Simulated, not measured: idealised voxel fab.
You're looking at the process module voxel transistor to metal.
FYI the section here is cut, 175 nm wide, cells are 5 nm squares.
A cross-section is written here as square cells arranged in a grid, and it is given in bands from the top down, each band taking up one or more rows of cells.
Within each band entry, the heights of the top and of the bottom of the band appear first, in that order and in nm; the materials of the band then follow from left to right, each with its corresponding width in nm. The designation "everywhere" on a single material indicates that it fills the band from edge to edge; the designation "blank" indicates empty space.
A quick word on heights: they are counted from 0, and under that level the wafer as it came to us is one material throughout. The lowest band is different from the rest in having no bottom; it simply continues downward, written as in "0..down".
So if you see something like "30->40" for the width, read it as the top row of the band sitting at the first number and the bottom row at the second, with every row in between moving by the same amount as the last.
What does "everything unchanged" mean for a step? It means no cell of the cross-section changed in that step.
"Voids, sealed": empty spaces of 8 cells or more with no open way to the top, each given as width x height at distance, distance from the left edge, all in nm.
Heads up: the bit after the settings on a step's line is the simulator's remark on that step.
For masked steps, "overlay nm" on the step line gives how far right of plan the mask actually lay; a minus sign means it lay to the left.

SO HERE'S THE LINEUP OF PROCESS STEPS WE PLANNED
1: op RECEIVE | material Si
2: op OXIDIZE | depth nm 5
3: op CONFORMAL_DEP | material SiN | thk nm 10
4: op DIRECTIONAL_DEP | material aC | thk nm 10
5: op PATTERN | tone cover | mask id ACTIVE | material resist | width nm 105 | thk nm 30 | overlay nm 0
6: op DIRECTIONAL_ETCH | etch materials aC | depth nm 10
7: op STRIP | etch materials resist
8: op DIRECTIONAL_ETCH | etch materials SiN | depth nm 10
9: op DIRECTIONAL_ETCH | etch materials SiO2 | depth nm 5
10: op DIRECTIONAL_ETCH | etch materials Si | depth nm 25
11: op STRIP | etch materials aC
12: op FILL_DEP | material SiO2 | thk nm 15
13: op CMP | height nm 10
14: op SELECTIVE_ETCH | etch materials SiO2 | depth nm 5
15: op STRIP | etch materials SiN
16: op SELECTIVE_ETCH | etch materials SiO2 | depth nm 5
17: op OXIDIZE | depth nm 5
18: op DIRECTIONAL_DEP | material polySi | thk nm 30
19: op DIRECTIONAL_DEP | material SiCN | thk nm 15
20: op PATTERN | tone cover | mask id GATE | material resist | width nm 15 | thk nm 20 | overlay nm 0
21: op DIRECTIONAL_ETCH | etch materials SiCN | depth nm 25
22: op DIRECTIONAL_ETCH | etch materials polySi | depth nm 40
23: op STRIP | etch materials resist
24: op CONFORMAL_DEP | material SiO2 | thk nm 5
25: op DIRECTIONAL_ETCH | etch materials SiO2 | depth nm 5
26: op CONFORMAL_DEP | material SiN | thk nm 10
27: op DIRECTIONAL_ETCH | etch materials SiN | depth nm 10
28: op DIRECTIONAL_ETCH | etch materials SiO2 | depth nm 5
29: op DIRECTIONAL_ETCH | etch materials Si | depth nm 15
30: op EPI | material pSi | thk nm 20
31: op FILL_DEP | material SiO2 | thk nm 5
32: op CMP | height nm 40
33: op DIRECTIONAL_DEP | material SiO2 | thk nm 15
34: op PATTERN | tone open | mask id CONTACT | material resist | width nm 20 | pitch nm 65 | thk nm 20 | overlay nm 0
35: op DIRECTIONAL_ETCH | etch materials SiO2 | depth nm 45
36: op STRIP | etch materials resist
37: op CONFORMAL_DEP | material TiN | thk nm 5
38: op FILL_DEP | material Ru | thk nm 5
39: op CMP | height nm 55
40: op DIRECTIONAL_DEP | material TiN | thk nm 5
41: op DIRECTIONAL_DEP | material Ru | thk nm 25
42: op PATTERN | tone cover | mask id METAL_1 | material resist | width nm 20 | pitch nm 65 | thk nm 20 | overlay nm 0
43: op DIRECTIONAL_ETCH | etch materials Ru | depth nm 25
44: op DIRECTIONAL_ETCH | etch materials TiN | depth nm 5
45: op STRIP | etch materials resist
46: op FILL_DEP | material SiO2 | thk nm 5
47: op CMP | height nm 85
48: op CONFORMAL_DEP | material SiN | thk nm 5

RECEIVED-STATE CROSS-SECTION, REFLECTING COMPLETION OF STEP 1
* 0..down = Si everywhere
* Voids, sealed: none

SECTIONED VIEW, FIRST OF TWO WAFERS, AT THE CLOSE OF THE MODULE, PROCESSED AS INTENDED IN THE PLAN
* 90..85 = SiN everywhere
* 85..60 = SiO2 45, then Ru 20, then SiO2 45, then Ru 20, then SiO2 45
* 60..55 = SiO2 45, then TiN 20, then SiO2 45, then TiN 20, then SiO2 45
* 55..40 = SiO2 45, then TiN 5, then Ru 10, then TiN 5, then SiO2 45, then TiN 5, then Ru 10, then TiN 5, then SiO2 45
* 40..25 = SiO2 45, then TiN 5, then Ru 10, then TiN 5, then SiN 10, then SiO2 5, then SiCN 15, then SiO2 5, then SiN 10, then TiN 5, then Ru 10, then TiN 5, then SiO2 45
* 25..15 = SiO2 45, then TiN 5, then Ru 10, then TiN 5, then SiN 10, then SiO2 5, then polySi 15, then SiO2 5, then SiN 10, then TiN 5, then Ru 10, then TiN 5, then SiO2 45
* 15..10 = SiO2 45, then TiN 20, then SiN 10, then SiO2 5, then polySi 15, then SiO2 5, then SiN 10, then TiN 20, then SiO2 45
* 10..0 = SiO2 35, then pSi 30, then SiN 10, then SiO2 5, then polySi 15, then SiO2 5, then SiN 10, then pSi 30, then SiO2 35
* 0..-5 = SiO2 35, then SiN 10, then pSi 20, then SiN 10, then SiO2 5, then polySi 15, then SiO2 5, then SiN 10, then pSi 20, then SiN 10, then SiO2 35
* -5..-10 = SiO2 45, then pSi 20, then SiO2 45, then pSi 20, then SiO2 45
* -10..-25 = SiO2 35, then Si 10, then pSi 20, then Si 45, then pSi 20, then Si 10, then SiO2 35
* -25..-30 = SiO2 35, then Si 105, then SiO2 35
* -30..down = Si everywhere
* Voids, sealed: none

SAME START, SAME PLAN AS THE FIRST WAFER - BUT ONE MISTAKE IN THE RUN. CROSS-SECTION OF THE SECOND OF THE TWO AT THE END OF THE MODULE
* 90..85 = SiN everywhere
* 85..60 = polySi everywhere
* 60..55 = TiN everywhere
* 55..40 = SiO2 45, then TiN 5, then Ru 10, then TiN 5, then SiO2 45, then TiN 5, then Ru 10, then TiN 5, then SiO2 45
* 40..25 = SiO2 45, then TiN 5, then Ru 10, then TiN 5, then SiN 10, then SiO2 5, then SiCN 15, then SiO2 5, then SiN 10, then TiN 5, then Ru 10, then TiN 5, then SiO2 45
* 25..15 = SiO2 45, then TiN 5, then Ru 10, then TiN 5, then SiN 10, then SiO2 5, then polySi 15, then SiO2 5, then SiN 10, then TiN 5, then Ru 10, then TiN 5, then SiO2 45
* 15..10 = SiO2 45, then TiN 20, then SiN 10, then SiO2 5, then polySi 15, then SiO2 5, then SiN 10, then TiN 20, then SiO2 45
* 10..0 = SiO2 35, then pSi 30, then SiN 10, then SiO2 5, then polySi 15, then SiO2 5, then SiN 10, then pSi 30, then SiO2 35
* 0..-5 = SiO2 35, then SiN 10, then pSi 20, then SiN 10, then SiO2 5, then polySi 15, then SiO2 5, then SiN 10, then pSi 20, then SiN 10, then SiO2 35
* -5..-10 = SiO2 45, then pSi 20, then SiO2 45, then pSi 20, then SiO2 45
* -10..-25 = SiO2 35, then Si 10, then pSi 20, then Si 45, then pSi 20, then Si 10, then SiO2 35
* -25..-30 = SiO2 35, then Si 105, then SiO2 35
* -30..down = Si everywhere
* Voids, sealed: none
The plan and the run diverged here: step 41: run off-plan, actual operation and settings op DIRECTIONAL_DEP | material polySi | thk nm 25
Final tally in cells, some materials are higher or lower on the second wafer than on the first: Ru: 40 fewer; SiO2: 162 fewer; TiN: 27 more; polySi: 175 more
